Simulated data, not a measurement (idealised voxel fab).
Name of the process module below: voxel spacer lines
cross-section cut | 270 nm wide | cells 5 nm
Just so we're on the same page, the cross-sections are grids of square cells, and they're listed out in bands top to bottom, each band one or more rows deep. Read a band's entry like this: the first values are the height of its top and the height of its bottom in nm, and what follows is the sequence of materials from left to right, each with its width in nm. Note that "empty" is empty space, and that a single material marked "all across" reaches across the band from edge to edge. Beneath 0, the wafer as received is one material, and that level is where height counting begins. The lowest band goes on downward without a bottom; it is written like "from 0 down". Think of "30 to 40" as a width that walks from the first number to the second as you go down the band, top row to bottom row, taking equal-sized steps from row to row. "everything unchanged" -> step changed no cross-section cell. Each empty space that has no open way to the top and spans at least 8 cells appears under "Trapped cavities" as width x height at distance, the distance counted from the left edge, all in nm. Step line, after settings: the simulator's comment on this step. You can add "overlay nm" to a step's line. For a step with a mask, it describes how far the mask lay to the right of its planned position, and a negative number describes a lay to the left.

Intended process steps
1) RECEIVE [material Si]
2) CONFORMAL_DEP [material SiO2] [thk nm 5]
3) DIRECTIONAL_DEP [material TiN] [thk nm 10]
4) DIRECTIONAL_DEP [material aC] [thk nm 30]
5) PATTERN [tone cover] [mask id MANDREL] [material resist] [width nm 15] [pitch nm 60] [thk nm 40] [overlay nm 0]
6) DIRECTIONAL_ETCH [etch materials aC] [depth nm 30]
7) STRIP [etch materials resist]
8) CONFORMAL_DEP [material SiN] [thk nm 15]
9) DIRECTIONAL_ETCH [etch materials SiN] [depth nm 15]
10) STRIP [etch materials aC]
11) DIRECTIONAL_ETCH [etch materials TiN] [depth nm 10]
12) STRIP [etch materials SiN]
13) FILL_DEP [material SiO2] [thk nm 10]
14) CMP [height nm 15]

First of two wafers - as planned

Here's what the wafer looked like in cross-section when it arrived - that's after step 1
* from 0 down  Si all across
* Trapped cavities: none

Wafer xsec, post step 2
* from 5 to 0  SiO2 all across
* Rest of section, below 0: as before.

Wafer xsec, post step 3
* from 15 to 5  TiN all across
* Rest of section, below 5: as before.

Wafer xsec, post step 4
* from 45 to 15  aC all across
* Rest of section, below 15: as before.

Wafer xsec, post step 5
* from 85 to 45  65 of empty, then 15 of resist, then 45 of empty, then 15 of resist, then 45 of empty, then 15 of resist, then 70 of empty
* Rest of section, below 45: as before.

Wafer xsec, post step 6
* from 55 to 45  65 of empty, then 15 of resist, then 45 of empty, then 15 of resist, then 45 of empty, then 15 of resist, then 70 of empty
* from 45 to 15  65 of empty, then 15 of aC, then 45 of empty, then 15 of aC, then 45 of empty, then 15 of aC, then 70 of empty
* Rest of section, below 15: as before.

Wafer xsec, post step 7
* from 45 to 15  65 of empty, then 15 of aC, then 45 of empty, then 15 of aC, then 45 of empty, then 15 of aC, then 70 of empty
* Rest of section, below 15: as before.

Wafer xsec, post step 8
* from 60 to 45  50 of empty, then 45 of SiN, then 15 of empty, then 45 of SiN, then 15 of empty, then 45 of SiN, then 55 of empty
* from 45 to 30  50 of empty, then 15 of SiN, then 15 of aC, then 15 of SiN, then 15 of empty, then 15 of SiN, then 15 of aC, then 15 of SiN, then 15 of empty, then 15 of SiN, then 15 of aC, then 15 of SiN, then 55 of empty
* from 30 to 15  65 of SiN, then 15 of aC, then 45 of SiN, then 15 of aC, then 45 of SiN, then 15 of aC, then 70 of SiN
* Rest of section, below 15: as before.

Wafer xsec, post step 9
* from 45 to 15  50 of empty, then 15 of SiN, then 15 of aC, then 15 of SiN, then 15 of empty, then 15 of SiN, then 15 of aC, then 15 of SiN, then 15 of empty, then 15 of SiN, then 15 of aC, then 15 of SiN, then 55 of empty
* Rest of section, below 15: as before.

Wafer xsec, post step 10
* from 45 to 15  50 of empty, then 15 of SiN, then 15 of empty, then 15 of SiN, then 15 of empty, then 15 of SiN, then 15 of empty, then 15 of SiN, then 15 of empty, then 15 of SiN, then 15 of empty, then 15 of SiN, then 55 of empty
* Rest of section, below 15: as before.

Wafer xsec, post step 11
* from 45 to 15  50 of empty, then 15 of SiN, then 15 of empty, then 15 of SiN, then 15 of empty, then 15 of SiN, then 15 of empty, then 15 of SiN, then 15 of empty, then 15 of SiN, then 15 of empty, then 15 of SiN, then 55 of empty
* from 15 to 5  50 of empty, then 15 of TiN, then 15 of empty, then 15 of TiN, then 15 of empty, then 15 of TiN, then 15 of empty, then 15 of TiN, then 15 of empty, then 15 of TiN, then 15 of empty, then 15 of TiN, then 55 of empty
* Rest of section, below 5: as before.

Wafer xsec, post step 12
* from 15 to 5  50 of empty, then 15 of TiN, then 15 of empty, then 15 of TiN, then 15 of empty, then 15 of TiN, then 15 of empty, then 15 of TiN, then 15 of empty, then 15 of TiN, then 15 of empty, then 15 of TiN, then 55 of empty
* Rest of section, below 5: as before.

Wafer xsec, post step 13
* from 25 to 15  SiO2 all across
* from 15 to 5  50 of SiO2, then 15 of TiN, then 15 of SiO2, then 15 of TiN, then 15 of SiO2, then 15 of TiN, then 15 of SiO2, then 15 of TiN, then 15 of SiO2, then 15 of TiN, then 15 of SiO2, then 15 of TiN, then 55 of SiO2
* Rest of section, below 5: as before.

Wafer xsec, post step 14
* from 15 to 5  50 of SiO2, then 15 of TiN, then 15 of SiO2, then 15 of TiN, then 15 of SiO2, then 15 of TiN, then 15 of SiO2, then 15 of TiN, then 15 of SiO2, then 15 of TiN, then 15 of SiO2, then 15 of TiN, then 55 of SiO2
* Rest of section, below 5: as before.

Companion wafer, the second of two: same beginning, same intended sequence, one mistake in carrying it out; through step 13 inclusive it tracks the first exactly

Second wafer, section view, time point: scheduled end of step 14
* from 5 to 0  SiO2 all across
* Rest of section, below 0: as before.
It is concluded that the wafer was processed incorrectly with respect to the plan, in that planned and actual differ for step 14; actual: CMP [height nm 5]
It is noted that, at the conclusion of processing, the second wafer exhibits a higher or lower cell count for certain materials relative to the first: SiO2 -72 | TiN -36
